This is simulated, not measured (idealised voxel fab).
The process module presented herein is designated voxel tone inversion.
Pictured: cross-section cut, 175 nm wide, on a grid of 5 nm square cells.
Cross-section format: a grid of square cells, given as bands from top to bottom; each band is one or more rows of cells. First you get the band's top height and its bottom height, in nm, and then the materials it's made of, left to right, with each width in nm. If you see a single material with "throughout", that one covers the band edge to edge. "blank" is empty space. Below 0: as-received wafer, all one material; heights counted from there. Lowest band: no bottom, goes on down, written "0..down". The expression "30 to 40" gives the width at the extremes of the band, the first number at its top row of cells and the second at its bottom row, with the width changing by equal amounts from each row to the next in between. A step reported as "no alterations made" is a step in which no cell of the cross-section changed. Fully closed voids: empty space of 8 cells or more with no open way to the top, each as width x height at its distance from the left edge, in nm. Whatever follows a step's settings on its line is a remark the simulator itself makes about that step. overlay nm: for a step with a mask, the amount by which the mask lay right of where it was planned; a negative amount means left of it.

## Steps planned for the process
- 1: RECEIVE, material Si
- 2: CONFORMAL_DEP, material SiCN, thk nm 10
- 3: DIRECTIONAL_DEP, material polySi, thk nm 25
- 4: PATTERN, tone cover, mask id POSTS, material resist, width nm 25, pitch nm 45, thk nm 30, overlay nm 0
- 5: DIRECTIONAL_ETCH, etch materials polySi, depth nm 25
- 6: STRIP, etch materials resist
- 7: FILL_DEP, material lowk, thk nm 5
- 8: CMP, height nm 35
- 9: STRIP, etch materials polySi

## The first of a set of two wafers, run to plan

## Incoming wafer in cross-section (state: after step 1)
0..down: Si throughout
Fully closed voids: none

## The following cross-section depicts the wafer upon completion of step 2
10..0: SiCN throughout
All layers under 0 are left as they were.

## The following cross-section depicts the wafer upon completion of step 3
35..10: polySi throughout
All layers under 10 are left as they were.

## The following cross-section depicts the wafer upon completion of step 4
65..35: 30 nm blank; 25 nm resist; 20 nm blank; 25 nm resist; 20 nm blank; 25 nm resist; 30 nm blank
All layers under 35 are left as they were.

## The following cross-section depicts the wafer upon completion of step 5
65..35: 30 nm blank; 25 nm resist; 20 nm blank; 25 nm resist; 20 nm blank; 25 nm resist; 30 nm blank
35..10: 30 nm blank; 25 nm polySi; 20 nm blank; 25 nm polySi; 20 nm blank; 25 nm polySi; 30 nm blank
All layers under 10 are left as they were.

## The following cross-section depicts the wafer upon completion of step 6
35..10: 30 nm blank; 25 nm polySi; 20 nm blank; 25 nm polySi; 20 nm blank; 25 nm polySi; 30 nm blank
All layers under 10 are left as they were.

## The following cross-section depicts the wafer upon completion of step 7
40..35: lowk throughout
35..10: 30 nm lowk; 25 nm polySi; 20 nm lowk; 25 nm polySi; 20 nm lowk; 25 nm polySi; 30 nm lowk
All layers under 10 are left as they were.

## The following cross-section depicts the wafer upon completion of step 8
35..10: 30 nm lowk; 25 nm polySi; 20 nm lowk; 25 nm polySi; 20 nm lowk; 25 nm polySi; 30 nm lowk
All layers under 10 are left as they were.

## The following cross-section depicts the wafer upon completion of step 9
35..10: 30 nm lowk; 25 nm blank; 20 nm lowk; 25 nm blank; 20 nm lowk; 25 nm blank; 30 nm lowk
All layers under 10 are left as they were.

## Here the second wafer is described. Its start and its plan were those of the first wafer. Its run contained one mistake. Up to and including step 1, it did exactly what the first wafer did

## Second wafer, cross-section, planned end of step 2
5..0: SiCN throughout
All layers under 0 are left as they were.

## Second wafer, cross-section, planned end of step 3
30..5: polySi throughout
All layers under 5 are left as they were.

## Second wafer, cross-section, planned end of step 4
60..30: 30 nm blank; 25 nm resist; 20 nm blank; 25 nm resist; 20 nm blank; 25 nm resist; 30 nm blank
All layers under 30 are left as they were.

## Second wafer, cross-section, planned end of step 5
60..30: 30 nm blank; 25 nm resist; 20 nm blank; 25 nm resist; 20 nm blank; 25 nm resist; 30 nm blank
30..5: 30 nm blank; 25 nm polySi; 20 nm blank; 25 nm polySi; 20 nm blank; 25 nm polySi; 30 nm blank
All layers under 5 are left as they were.

## Second wafer, cross-section, planned end of step 6
30..5: 30 nm blank; 25 nm polySi; 20 nm blank; 25 nm polySi; 20 nm blank; 25 nm polySi; 30 nm blank
All layers under 5 are left as they were.

## Second wafer, cross-section, planned end of step 7
35..30: lowk throughout
30..5: 30 nm lowk; 25 nm polySi; 20 nm lowk; 25 nm polySi; 20 nm lowk; 25 nm polySi; 30 nm lowk
All layers under 5 are left as they were.

Second wafer, cross-section, planned end of step 8: no alterations made

Second wafer, cross-section, planned end of step 9: no alterations made
What was done differently from what was planned? the process deviated at step 2: the operation and settings actually run there were CONFORMAL_DEP, material SiCN, thk nm 5
The closing comparison, in cells, has the second wafer with more or fewer of some materials than the first: SiCN: 35 fewer | lowk: 35 more | polySi: 75 more
